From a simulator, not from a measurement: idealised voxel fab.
A process module follows: voxel transistor to metal.
180 nm wide, 5 nm square cells: that's cross-section cut.
In what follows, cross-sections appear as grids of square cells, described through bands that run from the top down, where every band is one or more rows of cells.
Quick guide to a band line: top height, bottom height (nm) up front; then every material left to right with its width in nm. Only one material and it's marked "full width"? Then it fills the band edge to edge. And "blank" just means empty space.
Height reference: 0 = level under which incoming wafer is all one material. Lowest band: no bottom, runs on downward, e.g. "from 0 down".
So if you see something like "30 to 40" for the width, read it as the top row of the band sitting at the first number and the bottom row at the second, with every row in between moving by the same amount as the last.
You'll sometimes find "remains unaltered" written for a step, and that's the way of saying that nowhere in the cross-section did a cell change during that step.
Listed in "Sealed voids": every empty space of 8 or more cells without an open way to the top. Form: width x height at distance, the distance being from the left edge, all in nm.
Where a step's line continues beyond its settings, the continuation is a remark by the simulator itself on that step.
overlay nm: on a step with a mask, how far right of its planned place the mask lay; negative means left.
Process steps - plan
step 1: RECEIVE [material Si]
step 2: OXIDIZE [depth nm 5]
step 3: CONFORMAL_DEP [material SiN] [thk nm 15]
step 4: DIRECTIONAL_DEP [material aC] [thk nm 10]
step 5: PATTERN [tone cover] [mask id ACTIVE] [material resist] [width nm 100] [thk nm 25] [overlay nm 0]
step 6: DIRECTIONAL_ETCH [etch materials aC] [depth nm 10]
step 7: STRIP [etch materials resist]
step 8: DIRECTIONAL_ETCH [etch materials SiN] [depth nm 15]
step 9: DIRECTIONAL_ETCH [etch materials SiO2] [depth nm 5]
step 10: DIRECTIONAL_ETCH [etch materials Si] [depth nm 30]
step 11: STRIP [etch materials aC]
step 12: FILL_DEP [material SiO2] [thk nm 5]
step 13: CMP [height nm 15]
step 14: SELECTIVE_ETCH [etch materials SiO2] [depth nm 15]
step 15: STRIP [etch materials SiN]
step 16: SELECTIVE_ETCH [etch materials SiO2] [depth nm 5]
step 17: OXIDIZE [depth nm 5]
step 18: DIRECTIONAL_DEP [material polySi] [thk nm 30]
step 19: DIRECTIONAL_DEP [material SiCN] [thk nm 15]
step 20: PATTERN [tone cover] [mask id GATE] [material resist] [width nm 20] [thk nm 20] [overlay nm 0]
step 21: DIRECTIONAL_ETCH [etch materials SiCN] [depth nm 25]
step 22: DIRECTIONAL_ETCH [etch materials polySi] [depth nm 40]
step 23: STRIP [etch materials resist]
step 24: CONFORMAL_DEP [material SiO2] [thk nm 5]
step 25: DIRECTIONAL_ETCH [etch materials SiO2] [depth nm 5]
step 26: CONFORMAL_DEP [material SiN] [thk nm 10]
step 27: DIRECTIONAL_ETCH [etch materials SiN] [depth nm 10]
step 28: DIRECTIONAL_ETCH [etch materials SiO2] [depth nm 5]
step 29: EPI [material SiGe] [thk nm 5]
step 30: FILL_DEP [material SiO2] [thk nm 10]
step 31: CMP [height nm 40]
step 32: DIRECTIONAL_DEP [material SiO2] [thk nm 15]
step 33: MASKED_ETCH [tone open] [mask id CONTACT] [width nm 30] [pitch nm 60] [etch materials SiO2] [depth nm 60] [overlay nm 0]
step 34: CONFORMAL_DEP [material TiN] [thk nm 5]
step 35: FILL_DEP [material W] [thk nm 10]
step 36: CMP [height nm 55]
step 37: CONFORMAL_DEP [material SiCN] [thk nm 5]
step 38: DIRECTIONAL_DEP [material lowk] [thk nm 20]
step 39: MASKED_ETCH [tone open] [mask id METAL_1] [width nm 15] [pitch nm 75] [etch materials lowk] [depth nm 20] [overlay nm 0]
step 40: MASKED_ETCH [tone open] [mask id METAL_1] [width nm 15] [pitch nm 75] [etch materials SiCN] [depth nm 5] [overlay nm 0]
step 41: CONFORMAL_DEP [material TiN] [thk nm 5]
step 42: FILL_DEP [material Cu] [thk nm 5]
step 43: CMP [height nm 80]
step 44: EPI [material Ru] [thk nm 5]
step 45: FILL_DEP [material SiCN] [thk nm 5]
step 46: DIRECTIONAL_DEP [material lowk] [thk nm 30]
step 47: MASKED_ETCH [tone open] [mask id METAL_2] [width nm 15] [pitch nm 75] [etch materials lowk] [depth nm 15] [overlay nm 0]
step 48: PATTERN [tone open] [mask id METAL_2_HOLES] [material resist] [width nm 15] [pitch nm 75] [thk nm 20] [overlay nm 0]
step 49: DIRECTIONAL_ETCH [etch materials lowk] [depth nm 15]
step 50: DIRECTIONAL_ETCH [etch materials SiCN] [depth nm 5]
step 51: STRIP [etch materials resist]
step 52: CONFORMAL_DEP [material TiN] [thk nm 5]
step 53: FILL_DEP [material Cu] [thk nm 10]
step 54: CMP [height nm 120]
step 55: CONFORMAL_DEP [material SiCN] [thk nm 5]
Delivered wafer in cross-section: state after step 1
from 0 down: Si full width
Sealed voids: none
First of two wafers, end-of-module section, run followed plan
from 125 to 120: SiCN full width
from 120 to 90: 45 lowk, 5 TiN, 5 Cu, 5 TiN, 60 lowk, 5 TiN, 5 Cu, 5 TiN, 45 lowk
from 90 to 85: 45 SiCN, 15 TiN, 60 SiCN, 15 TiN, 45 SiCN
from 85 to 80: 40 SiCN, 25 Ru, 50 SiCN, 25 Ru, 40 SiCN
from 80 to 60: 45 lowk, 5 TiN, 5 Cu, 5 TiN, 60 lowk, 5 TiN, 5 Cu, 5 TiN, 45 lowk
from 60 to 55: 45 SiCN, 15 TiN, 60 SiCN, 15 TiN, 45 SiCN
from 55 to 45: 45 SiO2, 5 TiN, 20 W, 5 TiN, 30 SiO2, 5 TiN, 20 W, 5 TiN, 45 SiO2
from 45 to 40: 45 SiO2, 5 TiN, 10 W, 15 TiN, 30 SiO2, 15 TiN, 10 W, 5 TiN, 45 SiO2
from 40 to 25: 45 SiO2, 5 TiN, 10 W, 5 TiN, 10 SiN, 5 SiO2, 20 SiCN, 5 SiO2, 10 SiN, 5 TiN, 10 W, 5 TiN, 45 SiO2
from 25 to 0: 45 SiO2, 5 TiN, 10 W, 5 TiN, 10 SiN, 5 SiO2, 20 polySi, 5 SiO2, 10 SiN, 5 TiN, 10 W, 5 TiN, 45 SiO2
from 0 to -5: 45 SiO2, 20 TiN, 10 SiN, 5 SiO2, 20 polySi, 5 SiO2, 10 SiN, 20 TiN, 45 SiO2
from -5 to -10: 35 SiO2, 30 SiGe, 50 SiO2, 30 SiGe, 35 SiO2
from -10 to -35: 40 SiO2, 100 Si, 40 SiO2
from -35 down: Si full width
Sealed voids: none
Presented here is a cross-section of the second of the two wafers as it stood at the end of the module. It was started in the same manner and assigned the same plan as the first wafer; however, one mistake was made in its execution
from 125 to 120: SiCN full width
from 120 to 90: 45 lowk, 5 TiN, 5 Cu, 5 TiN, 60 lowk, 5 TiN, 5 Cu, 5 TiN, 45 lowk
from 90 to 85: 45 SiCN, 15 TiN, 60 SiCN, 15 TiN, 45 SiCN
from 85 to 80: 40 SiCN, 25 Ru, 50 SiCN, 25 Ru, 40 SiCN
from 80 to 60: 45 lowk, 5 TiN, 5 Cu, 5 TiN, 60 lowk, 5 TiN, 5 Cu, 5 TiN, 45 lowk
from 60 to 55: 45 SiCN, 15 TiN, 60 SiCN, 15 TiN, 45 SiCN
from 55 to 45: 45 SiO2, 5 TiN, 20 lowk, 5 TiN, 30 SiO2, 5 TiN, 20 lowk, 5 TiN, 45 SiO2
from 45 to 40: 45 SiO2, 5 TiN, 10 lowk, 15 TiN, 30 SiO2, 15 TiN, 10 lowk, 5 TiN, 45 SiO2
from 40 to 25: 45 SiO2, 5 TiN, 10 lowk, 5 TiN, 10 SiN, 5 SiO2, 20 SiCN, 5 SiO2, 10 SiN, 5 TiN, 10 lowk, 5 TiN, 45 SiO2
from 25 to 0: 45 SiO2, 5 TiN, 10 lowk, 5 TiN, 10 SiN, 5 SiO2, 20 polySi, 5 SiO2, 10 SiN, 5 TiN, 10 lowk, 5 TiN, 45 SiO2
from 0 to -5: 45 SiO2, 20 TiN, 10 SiN, 5 SiO2, 20 polySi, 5 SiO2, 10 SiN, 20 TiN, 45 SiO2
from -5 to -10: 35 SiO2, 30 SiGe, 50 SiO2, 30 SiGe, 35 SiO2
from -10 to -35: 40 SiO2, 100 Si, 40 SiO2
from -35 down: Si full width
Sealed voids: none
Against the plan, the run slipped here: step 35 changed vs plan, executed as FILL_DEP [material lowk] [thk nm 10]
It is noted that, at the conclusion of processing, the second wafer exhibits a higher or lower cell count for certain materials relative to the first: -52 W; +52 lowk
